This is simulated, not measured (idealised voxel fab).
process module | voxel quadruple lines
Each square cell in cross-section cut measures 5 nm, and the section as a whole is 205 nm wide.
Heads up, the way a cross-section reads in here is a grid of square cells, handed over as bands from the top down, with every band being one or more rows of cells.
The band entry comprises the height of the band's top followed by the height of its bottom, expressed in nm, and subsequently the band's materials from left to right, each stated together with its width in nm. Where a single material is marked with the word "everywhere", that material fills the band from edge to edge. The word "air" represents empty space.
We count height from 0. Below that, the starting wafer is all one material. The lowest band never ends at the bottom but goes on down; see "0 -> down" for how that is written.
Width "30 to 40": first value at the band's top row of cells, second value at its bottom row, equal change from row to row.
A step reported as "nothing changed" is a step in which no cell of the cross-section changed.
The label "Sealed void inventory" introduces a list of the empty spaces, 8 cells or larger, that have no open way up to the top; each entry in it reads width x height at distance, where the distance is taken from the left edge and all three are stated in nm.
Anything after a step's settings on that line? It's the simulator's own note about the step.
The setting "overlay nm" may be written on the line of a step. When the step uses a mask, the value reports how far to the right of the planned place the mask lay, and a negative value reports that it lay to the left.

List of planned process steps
step 1: op RECEIVE | material Si
step 2: op CONFORMAL_DEP | material SiO2 | thk nm 5
step 3: op DIRECTIONAL_DEP | material Ru | thk nm 15
step 4: op DIRECTIONAL_DEP | material polySi | thk nm 15
step 5: op DIRECTIONAL_DEP | material aC | thk nm 20
step 6: op PATTERN | tone cover | mask id MANDREL | material resist | width nm 15 | pitch nm 60 | thk nm 25 | overlay nm 0
step 7: op DIRECTIONAL_ETCH | etch materials aC | depth nm 20
step 8: op STRIP | etch materials resist
step 9: op CONFORMAL_DEP | material SiO2 | thk nm 10
step 10: op DIRECTIONAL_ETCH | etch materials SiO2 | depth nm 10
step 11: op STRIP | etch materials aC
step 12: op DIRECTIONAL_ETCH | etch materials polySi | depth nm 15
step 13: op STRIP | etch materials SiO2
step 14: op CONFORMAL_DEP | material SiN | thk nm 5
step 15: op DIRECTIONAL_ETCH | etch materials SiN | depth nm 5
step 16: op STRIP | etch materials polySi
step 17: op DIRECTIONAL_ETCH | etch materials Ru | depth nm 15
step 18: op STRIP | etch materials SiN
Where the wafers of this document differ is in the width nm of step 6; they start out the same, and the plan states the value that applied to the first wafer.

As-received state after step 1, first of several wafers, cross-section
    0 -> down  Si everywhere
    Sealed void inventory: none

first wafer at the end, after step 18
    20 -> 5  air 50 / Ru 5 / air 10 / Ru 5 / air 5 / Ru 5 / air 10 / Ru 5 / air 15 / Ru 5 / air 10 / Ru 5 / air 5 / Ru 5 / air 10 / Ru 5 / air 50
    5 -> 0  SiO2 everywhere
    0 -> down  Si everywhere
    Sealed void inventory: none

The module's end: a cross-section of the last wafer
    20 -> 5  air 40 / Ru 5 / air 10 / Ru 5 / air 25 / Ru 5 / air 10 / Ru 5 / air 10 / Ru 5 / air 25 / Ru 5 / air 10 / Ru 5 / air 40
    5 -> 0  SiO2 everywhere
    0 -> down  Si everywhere
    Sealed void inventory: none

Where each wafer stands at the end of the module, a row apiece: cells of each material gained (+) or lost (-) since it was received, then closed voids
width nm 15 | +24 Ru | +41 SiO2 | Sealed void inventory: none
width nm 20 | +24 Ru | +41 SiO2 | Sealed void inventory: none
width nm 25 | +24 Ru | +41 SiO2 | Sealed void inventory: none
width nm 30 | +24 Ru | +41 SiO2 | Sealed void inventory: none
width nm 35 | +21 Ru | +41 SiO2 | Sealed void inventory: none
